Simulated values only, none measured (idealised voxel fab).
Process module in this document: voxel transistor to metal
Xsec cut, 285 nm wide, square cell size 5 nm.
Throughout this document, each cross-section is represented as a grid of square cells and is presented as a sequence of bands enumerated from the top downward, where a band comprises one or more rows of cells. A band entry consists of two parts. The first gives the height of the band's top and the height of its bottom, in nm. The rest lists the band's materials from left to right, each with its width in nm. A single material labelled with the word "throughout" fills the band from edge to edge, and the word "blank" marks empty space. Zero point of the height axis is 0; under it, received wafer = one material. Lowest band: continues down indefinitely, "0 -> down". Width spec "30..40" -> top row of cells at first value, bottom row at second value, equal per-row change in between. Given "no alterations made" for a step, no cell of the cross-section differs between before and after that step. Listed in "closed voids": every empty space of 8 or more cells without an open way to the top. Form: width x height at distance, the distance being from the left edge, all in nm. Post-settings text on a step line: simulator's own remark regarding the step. A step's line can hold "overlay nm"; with a mask on that step, the setting says how far right of the planned place the mask lay, while a negative setting says it lay to the left.

**This section lists the process steps that were planned**
step 1: RECEIVE (material Si)
step 2: OXIDIZE (depth nm 5)
step 3: CONFORMAL_DEP (material SiN; thk nm 15)
step 4: MASKED_ETCH (tone cover; mask id ACTIVE; width nm 115; pitch nm 140; etch materials SiN; depth nm 15; overlay nm 0)
step 5: MASKED_ETCH (tone cover; mask id ACTIVE; width nm 115; pitch nm 140; etch materials SiO2; depth nm 5; overlay nm 0)
step 6: MASKED_ETCH (tone cover; mask id ACTIVE; width nm 115; pitch nm 140; etch materials Si; depth nm 30; overlay nm 0)
step 7: OXIDIZE (depth nm 5)
step 8: FILL_DEP (material SiO2; thk nm 5)
step 9: CMP (height nm 15)
step 10: SELECTIVE_ETCH (etch materials SiO2; depth nm 5)
step 11: STRIP (etch materials SiN)
step 12: SELECTIVE_ETCH (etch materials SiO2; depth nm 5)
step 13: OXIDIZE (depth nm 5)
step 14: DIRECTIONAL_DEP (material polySi; thk nm 20)
step 15: DIRECTIONAL_DEP (material SiCN; thk nm 10)
step 16: DIRECTIONAL_DEP (material aC; thk nm 15)
step 17: PATTERN (tone cover; mask id GATE; material resist; width nm 25; pitch nm 140; thk nm 30; overlay nm 0)
step 18: DIRECTIONAL_ETCH (etch materials aC; depth nm 15)
step 19: STRIP (etch materials resist)
step 20: DIRECTIONAL_ETCH (etch materials SiCN; depth nm 20)
step 21: DIRECTIONAL_ETCH (etch materials polySi; depth nm 30)
step 22: STRIP (etch materials aC)
step 23: CONFORMAL_DEP (material SiN; thk nm 10)
step 24: DIRECTIONAL_ETCH (etch materials SiN; depth nm 10)
step 25: DIRECTIONAL_ETCH (etch materials SiO2; depth nm 5)
step 26: DIRECTIONAL_ETCH (etch materials Si; depth nm 15)
step 27: EPI (material SiGe; thk nm 15)
step 28: FILL_DEP (material SiO2; thk nm 5)
step 29: CMP (height nm 15)
step 30: STRIP (etch materials polySi)
step 31: SELECTIVE_ETCH (etch materials SiO2; depth nm 5)
step 32: CONFORMAL_DEP (material HfO2; thk nm 5)
step 33: CONFORMAL_DEP (material TiN; thk nm 5)
step 34: FILL_DEP (material W; thk nm 5)
step 35: CMP (height nm 10)
step 36: DIRECTIONAL_DEP (material SiO2; thk nm 15)
step 37: MASKED_ETCH (tone open; mask id CONTACT; width nm 20; etch materials SiO2; depth nm 35; overlay nm 0)
step 38: CONFORMAL_DEP (material TiN; thk nm 5)
step 39: FILL_DEP (material Ru; thk nm 5)
step 40: CMP (height nm 25)
step 41: CONFORMAL_DEP (material SiCN; thk nm 5)
step 42: DIRECTIONAL_DEP (material SiO2; thk nm 25)
step 43: DIRECTIONAL_DEP (material aC; thk nm 10)
step 44: PATTERN (tone open; mask id METAL_1; material resist; width nm 20; thk nm 30; overlay nm 0)
step 45: DIRECTIONAL_ETCH (etch materials aC; depth nm 10)
step 46: STRIP (etch materials resist)
step 47: DIRECTIONAL_ETCH (etch materials SiO2; depth nm 25)
step 48: DIRECTIONAL_ETCH (etch materials SiCN; depth nm 5)
step 49: STRIP (etch materials aC)
step 50: CONFORMAL_DEP (material TiN; thk nm 5)
step 51: FILL_DEP (material W; thk nm 5)
step 52: CMP (height nm 55)
step 53: CONFORMAL_DEP (material SiCN; thk nm 5)
step 54: DIRECTIONAL_DEP (material SiO2; thk nm 25)
step 55: MASKED_ETCH (tone open; mask id METAL_2_HOLES; width nm 15; pitch nm 140; etch materials SiO2; depth nm 25; overlay nm 0)
step 56: DIRECTIONAL_DEP (material aC; thk nm 10)
step 57: PATTERN (tone open; mask id METAL_2; material resist; width nm 20; pitch nm 140; thk nm 25; overlay nm 0)
step 58: DIRECTIONAL_ETCH (etch materials aC; depth nm 10)
step 59: STRIP (etch materials resist)
step 60: DIRECTIONAL_ETCH (etch materials SiO2; depth nm 15)
step 61: DIRECTIONAL_ETCH (etch materials SiCN; depth nm 5)
step 62: STRIP (etch materials aC)
step 63: CONFORMAL_DEP (material TiN; thk nm 5)
step 64: FILL_DEP (material Cu; thk nm 5)
step 65: CMP (height nm 85)
step 66: CONFORMAL_DEP (material SiCN; thk nm 5)

**The cross-section here shows the wafer as received, i.e. in its state after step 1**
	0 -> down | Si throughout
	closed voids: none

**Post-module cross-section of the first of two wafers (run per plan)**
	90 -> 85 | SiCN throughout
	85 -> 75 | SiO2 (20), TiN (5), Cu (10), TiN (5), SiO2 (120), TiN (5), Cu (10), TiN (5), SiO2 (105)
	75 -> 70 | SiO2 (20), TiN (5), Cu (5), TiN (10), SiO2 (120), TiN (5), Cu (5), TiN (10), SiO2 (105)
	70 -> 60 | SiO2 (20), TiN (5), Cu (5), TiN (5), SiO2 (125), TiN (5), Cu (5), TiN (5), SiO2 (110)
	60 -> 55 | SiCN (20), TiN (15), SiCN (125), TiN (15), SiCN (110)
	55 -> 30 | SiO2 (20), TiN (5), W (10), TiN (5), SiO2 (65), TiN (5), W (10), TiN (5), SiO2 (35), TiN (5), W (10), TiN (5), SiO2 (65), TiN (5), W (10), TiN (5), SiO2 (20)
	30 -> 25 | SiCN (20), TiN (20), SiCN (65), TiN (20), SiCN (35), TiN (20), SiCN (65), TiN (20), SiCN (20)
	25 -> 10 | SiO2 (20), TiN (5), Ru (10), TiN (5), SiO2 (65), TiN (5), Ru (10), TiN (5), SiO2 (35), TiN (5), Ru (10), TiN (5), SiO2 (65), TiN (5), Ru (10), TiN (5), SiO2 (20)
	10 -> 5 | SiO2 (20), TiN (5), Ru (5), TiN (10), SiO2 (10), SiN (10), HfO2 (5), TiN (5), W (5), TiN (5), HfO2 (5), SiN (10), SiO2 (10), TiN (10), Ru (5), TiN (5), SiO2 (35), TiN (5), Ru (5), TiN (10), SiO2 (10), SiN (10), HfO2 (5), TiN (5), W (5), TiN (5), HfO2 (5), SiN (10), SiO2 (10), TiN (10), Ru (5), TiN (5), SiO2 (20)
	5 -> 0 | SiO2 (10), SiN (10), TiN (5), Ru (5), TiN (5), SiGe (15), SiN (10), HfO2 (5), TiN (5), W (5), TiN (5), HfO2 (5), SiN (10), SiGe (15), TiN (5), Ru (5), TiN (5), SiN (10), SiO2 (15), SiN (10), TiN (5), Ru (5), TiN (5), SiGe (15), SiN (10), HfO2 (5), TiN (5), W (5), TiN (5), HfO2 (5), SiN (10), SiGe (15), TiN (5), Ru (5), TiN (5), SiN (10), SiO2 (10)
	0 -> -5 | SiO2 (10), SiN (10), TiN (5), Ru (5), TiN (5), SiGe (15), SiN (10), HfO2 (5), TiN (15), HfO2 (5), SiN (10), SiGe (15), TiN (5), Ru (5), TiN (5), SiN (10), SiO2 (15), SiN (10), TiN (5), Ru (5), TiN (5), SiGe (15), SiN (10), HfO2 (5), TiN (15), HfO2 (5), SiN (10), SiGe (15), TiN (5), Ru (5), TiN (5), SiN (10), SiO2 (10)
	-5 -> -10 | SiO2 (20), TiN (15), SiGe (15), SiO2 (5), HfO2 (35), SiO2 (5), SiGe (15), TiN (15), SiO2 (35), TiN (15), SiGe (15), SiO2 (5), HfO2 (35), SiO2 (5), SiGe (15), TiN (15), SiO2 (20)
	-10 -> -25 | SiO2 (20), SiGe (30), Si (45), SiGe (30), SiO2 (35), SiGe (30), Si (45), SiGe (30), SiO2 (20)
	-25 -> -40 | SiO2 (20), Si (105), SiO2 (35), Si (105), SiO2 (20)
	-40 -> down | Si throughout
	closed voids: none

**End-of-module cross-section of the second wafer: identical starting point and process plan to the first, with one processing mistake**
	90 -> 85 | SiCN throughout
	85 -> 75 | SiO2 (20), TiN (5), Cu (10), TiN (5), SiO2 (120), TiN (5), Cu (10), TiN (5), SiO2 (105)
	75 -> 70 | SiO2 (20), TiN (5), Cu (5), TiN (10), SiO2 (120), TiN (5), Cu (5), TiN (10), SiO2 (105)
	70 -> 60 | SiO2 (20), TiN (5), Cu (5), TiN (5), SiO2 (125), TiN (5), Cu (5), TiN (5), SiO2 (110)
	60 -> 55 | SiCN (20), TiN (15), SiCN (125), TiN (15), SiCN (110)
	55 -> 30 | SiO2 (25), TiN (5), W (10), TiN (5), SiO2 (65), TiN (5), W (10), TiN (5), SiO2 (35), TiN (5), W (10), TiN (5), SiO2 (65), TiN (5), W (10), TiN (5), SiO2 (15)
	30 -> 25 | SiCN (25), TiN (20), SiCN (65), TiN (20), SiCN (35), TiN (20), SiCN (65), TiN (20), SiCN (15)
	25 -> 10 | SiO2 (20), TiN (5), Ru (10), TiN (5), SiO2 (65), TiN (5), Ru (10), TiN (5), SiO2 (35), TiN (5), Ru (10), TiN (5), SiO2 (65), TiN (5), Ru (10), TiN (5), SiO2 (20)
	10 -> 5 | SiO2 (20), TiN (5), Ru (5), TiN (10), SiO2 (10), SiN (10), HfO2 (5), TiN (5), W (5), TiN (5), HfO2 (5), SiN (10), SiO2 (10), TiN (10), Ru (5), TiN (5), SiO2 (35), TiN (5), Ru (5), TiN (10), SiO2 (10), SiN (10), HfO2 (5), TiN (5), W (5), TiN (5), HfO2 (5), SiN (10), SiO2 (10), TiN (10), Ru (5), TiN (5), SiO2 (20)
	5 -> 0 | SiO2 (10), SiN (10), TiN (5), Ru (5), TiN (5), SiGe (15), SiN (10), HfO2 (5), TiN (5), W (5), TiN (5), HfO2 (5), SiN (10), SiGe (15), TiN (5), Ru (5), TiN (5), SiN (10), SiO2 (15), SiN (10), TiN (5), Ru (5), TiN (5), SiGe (15), SiN (10), HfO2 (5), TiN (5), W (5), TiN (5), HfO2 (5), SiN (10), SiGe (15), TiN (5), Ru (5), TiN (5), SiN (10), SiO2 (10)
	0 -> -5 | SiO2 (10), SiN (10), TiN (5), Ru (5), TiN (5), SiGe (15), SiN (10), HfO2 (5), TiN (15), HfO2 (5), SiN (10), SiGe (15), TiN (5), Ru (5), TiN (5), SiN (10), SiO2 (15), SiN (10), TiN (5), Ru (5), TiN (5), SiGe (15), SiN (10), HfO2 (5), TiN (15), HfO2 (5), SiN (10), SiGe (15), TiN (5), Ru (5), TiN (5), SiN (10), SiO2 (10)
	-5 -> -10 | SiO2 (20), TiN (15), SiGe (15), SiO2 (5), HfO2 (35), SiO2 (5), SiGe (15), TiN (15), SiO2 (35), TiN (15), SiGe (15), SiO2 (5), HfO2 (35), SiO2 (5), SiGe (15), TiN (15), SiO2 (20)
	-10 -> -25 | SiO2 (20), SiGe (30), Si (45), SiGe (30), SiO2 (35), SiGe (30), Si (45), SiGe (30), SiO2 (20)
	-25 -> -40 | SiO2 (20), Si (105), SiO2 (35), Si (105), SiO2 (20)
	-40 -> down | Si throughout
	closed voids: none
Want to know what went wrong? not per plan at step 44, really ran PATTERN (tone open; mask id METAL_1; material resist; width nm 20; thk nm 30; overlay nm 5)
When the process is done, the second wafer contains the same cell count of every material as the first wafer, but distributed over other locations.
